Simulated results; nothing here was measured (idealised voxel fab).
Documented hereafter: the process module known as voxel wiring stack.
cross-section cut | 155 nm wide | cells 5 nm
Cross-section spec: square-cell grid; bands listed top down; each band is one or more rows.
Band entry format. Leading values: height of top, height of bottom, nm. Remainder: materials in left-to-right order, each with its width in nm. Special words: "edge to edge" on a single material, which then fills the band edge to edge; "air", empty space.
Convention: height 0 is the level below which the wafer, as received, is all one material. The lowest band does not terminate at the bottom but continues downward, represented as "z 0 and below".
Per-row width for "30->40": begins at first number (top row of band), ends at second number (bottom row), increment between rows held constant.
Key: "nothing got changed" - step with no changed cell in the cross-section.
You'll see "Sealed cavities" listing empty spaces that have no way open to the top, as long as they're 8 cells or more; the notation is width x height at distance, where the distance is from the left edge, and all of it is in nm.
It should be noted that, on the line of a given step, the content following the step's settings is a remark produced by the simulator itself with respect to that step.
overlay nm: step with mask; distance mask lay right of planned place; negative value = left of planned place.

Steps planned for the process:
| 1 | RECEIVE (material Si) |
| 2 | CONFORMAL_DEP (material SiO2; thk nm 15) |
| 3 | DIRECTIONAL_DEP (material TiN; thk nm 5) |
| 4 | DIRECTIONAL_DEP (material Ru; thk nm 20) |
| 5 | PATTERN (tone cover; mask id METAL_1; material resist; width nm 20; pitch nm 35; thk nm 15; overlay nm 0) |
| 6 | DIRECTIONAL_ETCH (etch materials Ru; depth nm 20) |
| 7 | DIRECTIONAL_ETCH (etch materials TiN; depth nm 5) |
| 8 | STRIP (etch materials resist) |
| 9 | CONFORMAL_DEP (material SiN; thk nm 5) |
| 10 | FILL_DEP (material SiO2; thk nm 5) |
| 11 | CMP (height nm 40) |
| 12 | CONFORMAL_DEP (material SiCN; thk nm 5) |
| 13 | DIRECTIONAL_DEP (material SiO2; thk nm 10) |
| 14 | PATTERN (tone open; mask id PLUG_1; material resist; width nm 15; pitch nm 70; thk nm 15; overlay nm 0) |
| 15 | DIRECTIONAL_ETCH (etch materials SiO2; depth nm 10) |
| 16 | DIRECTIONAL_ETCH (etch materials SiCN; depth nm 5) |
| 17 | STRIP (etch materials resist) |
| 18 | CONFORMAL_DEP (material TiN; thk nm 5) |
| 19 | FILL_DEP (material Cu; thk nm 5) |
| 20 | CMP (height nm 55) |
| 21 | CONFORMAL_DEP (material SiN; thk nm 5) |
| 22 | DIRECTIONAL_DEP (material lowk; thk nm 25) |
| 23 | DIRECTIONAL_DEP (material aC; thk nm 15) |
| 24 | PATTERN (tone open; mask id METAL_2; material resist; width nm 20; pitch nm 35; thk nm 30; overlay nm 0) |
| 25 | DIRECTIONAL_ETCH (etch materials aC; depth nm 15) |
| 26 | STRIP (etch materials resist) |
| 27 | DIRECTIONAL_ETCH (etch materials lowk; depth nm 25) |
| 28 | DIRECTIONAL_ETCH (etch materials SiN; depth nm 5) |
| 29 | STRIP (etch materials aC) |
| 30 | CONFORMAL_DEP (material TiN; thk nm 5) |
| 31 | FILL_DEP (material Cu; thk nm 10) |
| 32 | CMP (height nm 85) |
| 33 | EPI (material Ru; thk nm 5) |
| 34 | FILL_DEP (material SiCN; thk nm 5) |
| 35 | DIRECTIONAL_DEP (material SiO2; thk nm 20) |
| 36 | PATTERN (tone open; mask id PLUG_2; material resist; width nm 15; pitch nm 35; thk nm 15; overlay nm 0) |
| 37 | DIRECTIONAL_ETCH (etch materials SiO2; depth nm 20) |
| 38 | DIRECTIONAL_ETCH (etch materials SiCN; depth nm 5) |
| 39 | STRIP (etch materials resist) |
| 40 | EPI (material Ru; thk nm 10) |
| 41 | EPI (material Ru; thk nm 10) |
| 42 | EPI (material Ru; thk nm 5) |
| 43 | CONFORMAL_DEP (material SiN; thk nm 5) |
| 44 | DIRECTIONAL_DEP (material lowk; thk nm 15) |
| 45 | MASKED_ETCH (tone open; mask id METAL_3; width nm 20; pitch nm 35; etch materials lowk; depth nm 15; overlay nm 0) |
| 46 | MASKED_ETCH (tone open; mask id METAL_3; width nm 20; pitch nm 35; etch materials SiN; depth nm 5; overlay nm 0) |
| 47 | CONFORMAL_DEP (material TiN; thk nm 5) |
| 48 | FILL_DEP (material Cu; thk nm 5) |
| 49 | CMP (height nm 135) |
| 50 | CONFORMAL_DEP (material SiN; thk nm 5) |

Here's what the wafer looked like in cross-section when it arrived - that's after step 1:
  z 0 and below = Si edge to edge
  Sealed cavities: none

As-planned run: cross-section of the first of two wafers at end of module:
  z 140 to 135 = SiN edge to edge
  z 135 to 120 = 30 of lowk  5 of TiN  10 of Cu  5 of TiN  15 of lowk  5 of TiN  10 of Cu  5 of TiN  15 of lowk  5 of TiN  10 of Cu  5 of TiN  35 of lowk
  z 120 to 115 = 30 of SiN  20 of TiN  15 of SiN  20 of TiN  15 of SiN  20 of TiN  35 of SiN
  z 115 to 95 = 30 of SiO2  15 of Ru  20 of SiO2  15 of Ru  20 of SiO2  15 of Ru  40 of SiO2
  z 95 to 85 = 30->25 of SiCN  15->30 of Ru  20->5 of SiCN  15->30 of Ru  20->5 of SiCN  15->30 of Ru  40->30 of SiCN
  z 85 to 60 = 30 of lowk  5 of TiN  10 of Cu  5 of TiN  15 of lowk  5 of TiN  10 of Cu  5 of TiN  15 of lowk  5 of TiN  10 of Cu  5 of TiN  35 of lowk
  z 60 to 55 = 30 of SiN  20 of TiN  15 of SiN  20 of TiN  15 of SiN  20 of TiN  35 of SiN
  z 55 to 45 = 30 of SiO2  5 of TiN  5 of Cu  5 of TiN  55 of SiO2  5 of TiN  5 of Cu  5 of TiN  40 of SiO2
  z 45 to 40 = 30 of SiCN  15 of TiN  55 of SiCN  15 of TiN  40 of SiCN
  z 40 to 20 = 25 of SiO2  5 of SiN  20 of Ru  5 of SiN  5 of SiO2  5 of SiN  20 of Ru  5 of SiN  5 of SiO2  5 of SiN  20 of Ru  5 of SiN  30 of SiO2
  z 20 to 15 = 30 of SiN  20 of TiN  15 of SiN  20 of TiN  15 of SiN  20 of TiN  35 of SiN
  z 15 to 0 = SiO2 edge to edge
  z 0 and below = Si edge to edge
  Sealed cavities: none

Here is the second of the two wafers cut open at the end of the module - same start, same plan as the first one, but we made one mistake running it:
  z 140 to 135 = SiN edge to edge
  z 135 to 120 = 30 of lowk  5 of TiN  10 of Cu  5 of TiN  15 of lowk  5 of TiN  10 of Cu  5 of TiN  15 of lowk  5 of TiN  10 of Cu  5 of TiN  35 of lowk
  z 120 to 115 = 30 of SiN  20 of TiN  15 of SiN  20 of TiN  15 of SiN  20 of TiN  35 of SiN
  z 115 to 95 = 30 of SiO2  15 of Ru  20 of SiO2  15 of Ru  20 of SiO2  15 of Ru  40 of SiO2
  z 95 to 85 = 30->25 of SiCN  15->30 of Ru  20->5 of SiCN  15->30 of Ru  20->5 of SiCN  15->30 of Ru  40->30 of SiCN
  z 85 to 60 = 30 of lowk  5 of TiN  10 of Cu  5 of TiN  15 of lowk  5 of TiN  10 of Cu  5 of TiN  15 of lowk  5 of TiN  10 of Cu  5 of TiN  35 of lowk
  z 60 to 55 = 30 of SiN  20 of TiN  15 of SiN  20 of TiN  15 of SiN  20 of TiN  35 of SiN
  z 55 to 45 = 30 of SiO2  5 of TiN  5 of Cu  5 of TiN  55 of SiO2  5 of TiN  5 of Cu  5 of TiN  40 of SiO2
  z 45 to 40 = 30 of SiCN  15 of TiN  55 of SiCN  15 of TiN  40 of SiCN
  z 40 to 35 = 25 of SiO2  5 of SiN  20 of Ru  5 of SiN  5 of SiO2  5 of SiN  20 of Ru  5 of SiN  5 of SiO2  5 of SiN  20 of Ru  5 of SiN  30 of SiO2
  z 35 to 30 = 30 of SiN  20 of TiN  15 of SiN  20 of TiN  15 of SiN  20 of TiN  35 of SiN
  z 30 to 0 = SiO2 edge to edge
  z 0 and below = Si edge to edge
  Sealed cavities: none
Short version of what went wrong: plan step 2 was twice executed
Per the end-of-run cell counts, the second wafer holds more or fewer of some materials than the first: -36 Ru | -18 SiN | +54 SiO2
